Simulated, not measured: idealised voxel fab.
You're looking at the process module voxel wiring stack.
The cross-section on display is named cut; it measures 290 nm wide, and its cells are 5 nm squares.
The cross-sections in this document take the form of a grid made of square cells. They are written out as bands, in order from top to bottom. Each band consists of one or more rows of cells. Top, bottom (nm), then materials left to right with widths (nm); lone material tagged "all across" fills the whole band edge to edge; "air" = empty space. Zero point of the height axis is 0; under it, received wafer = one material. Lowest band: continues down indefinitely, "0..down". A two-number width, for instance "30 to 40", indicates that the width is equal to the first number in the top row of the band and to the second number in the bottom row, and that it changes by a constant amount per row of cells. "everything unchanged" means the step left every cell of the cross-section as it was. Each empty space that has no open way to the top and spans at least 8 cells appears under "Sealed void list" as width x height at distance, the distance counted from the left edge, all in nm. What comes after the settings on a step's line is commentary from the simulator itself on that step. "overlay nm", when on a step's line for a step with a mask, measures how far to the right of its planned place the mask lay; a negative measure means to the left.
BELOW IS THE LIST OF PLANNED PROCESS STEPS
step 1: RECEIVE,material Si
step 2: CONFORMAL_DEP,material SiO2,thk nm 15
step 3: DIRECTIONAL_DEP,material TiN,thk nm 5
step 4: DIRECTIONAL_DEP,material Ru,thk nm 25
step 5: PATTERN,tone cover,mask id METAL_1,material resist,width nm 30,pitch nm 50,thk nm 20,overlay nm 0
step 6: DIRECTIONAL_ETCH,etch materials Ru,depth nm 25
step 7: DIRECTIONAL_ETCH,etch materials TiN,depth nm 5
step 8: STRIP,etch materials resist
step 9: FILL_DEP,material lowk,thk nm 10
step 10: CMP,height nm 45
step 11: CONFORMAL_DEP,material SiCN,thk nm 5
step 12: DIRECTIONAL_DEP,material lowk,thk nm 20
step 13: MASKED_ETCH,tone open,mask id PLUG_1,width nm 15,pitch nm 50,etch materials lowk,depth nm 20,overlay nm 0
step 14: MASKED_ETCH,tone open,mask id PLUG_1,width nm 15,pitch nm 50,etch materials SiCN,depth nm 5,overlay nm 0
step 15: CONFORMAL_DEP,material TiN,thk nm 5
step 16: FILL_DEP,material Cu,thk nm 5
step 17: CMP,height nm 70
step 18: DIRECTIONAL_DEP,material TiN,thk nm 5
step 19: DIRECTIONAL_DEP,material Ru,thk nm 15
step 20: DIRECTIONAL_DEP,material aC,thk nm 15
step 21: PATTERN,tone cover,mask id METAL_2,material resist,width nm 30,pitch nm 50,thk nm 30,overlay nm 0
step 22: DIRECTIONAL_ETCH,etch materials aC,depth nm 15
step 23: STRIP,etch materials resist
step 24: DIRECTIONAL_ETCH,etch materials Ru,depth nm 15
step 25: DIRECTIONAL_ETCH,etch materials TiN,depth nm 5
step 26: STRIP,etch materials aC
step 27: CONFORMAL_DEP,material SiCN,thk nm 5
step 28: FILL_DEP,material lowk,thk nm 10
step 29: CMP,height nm 90
step 30: CONFORMAL_DEP,material SiN,thk nm 5
THE CROSS-SECTION HERE SHOWS THE WAFER AS RECEIVED, I.E. IN ITS STATE AFTER STEP 1
0..down = Si all across
Sealed void list: none
END-OF-MODULE XS, FIRST OF TWO WAFERS, RUN AS PLANNED
95..90 = SiN all across
90..75 = lowk=100, SiCN=5, Ru=30, SiCN=5, lowk=10, SiCN=5, Ru=30, SiCN=5, lowk=100
75..70 = SiCN=105, TiN=30, SiCN=20, TiN=30, SiCN=105
70..50 = lowk=105, TiN=5, Cu=5, TiN=5, lowk=35, TiN=5, Cu=5, TiN=5, lowk=120
50..45 = SiCN=105, TiN=15, SiCN=35, TiN=15, SiCN=120
45..20 = lowk=105, Ru=30, lowk=20, Ru=30, lowk=105
20..15 = lowk=105, TiN=30, lowk=20, TiN=30, lowk=105
15..0 = SiO2 all across
0..down = Si all across
Sealed void list: none
WAFER TWO CROSS-SECTION, MODULE END. START AND PLAN UNCHANGED FROM WAFER ONE; ONE MISTAKE MADE DURING THE RUN
95..90 = SiN all across
90..75 = lowk=100, SiCN=5, Ru=30, SiCN=5, lowk=10, SiCN=5, Ru=30, SiCN=5, lowk=100
75..70 = SiCN=105, TiN=30, SiCN=20, TiN=30, SiCN=105
70..50 = lowk=105, TiN=5, Cu=5, TiN=5, lowk=35, TiN=5, Cu=5, TiN=5, lowk=120
50..45 = SiCN=105, TiN=15, SiCN=35, TiN=15, SiCN=120
45..20 = lowk=105, Ru=30, lowk=20, Ru=30, lowk=105
20..15 = lowk=105, TiN=30, lowk=20, TiN=30, lowk=105
15..0 = Ru all across
0..down = Si all across
Sealed void list: none
Misprocessing identified: step 2 did not use the planned setting and instead ran as CONFORMAL_DEP,material Ru,thk nm 15
The second wafer ends with more or fewer cells of some materials than the first, per final count: +174 Ru | -174 SiO2
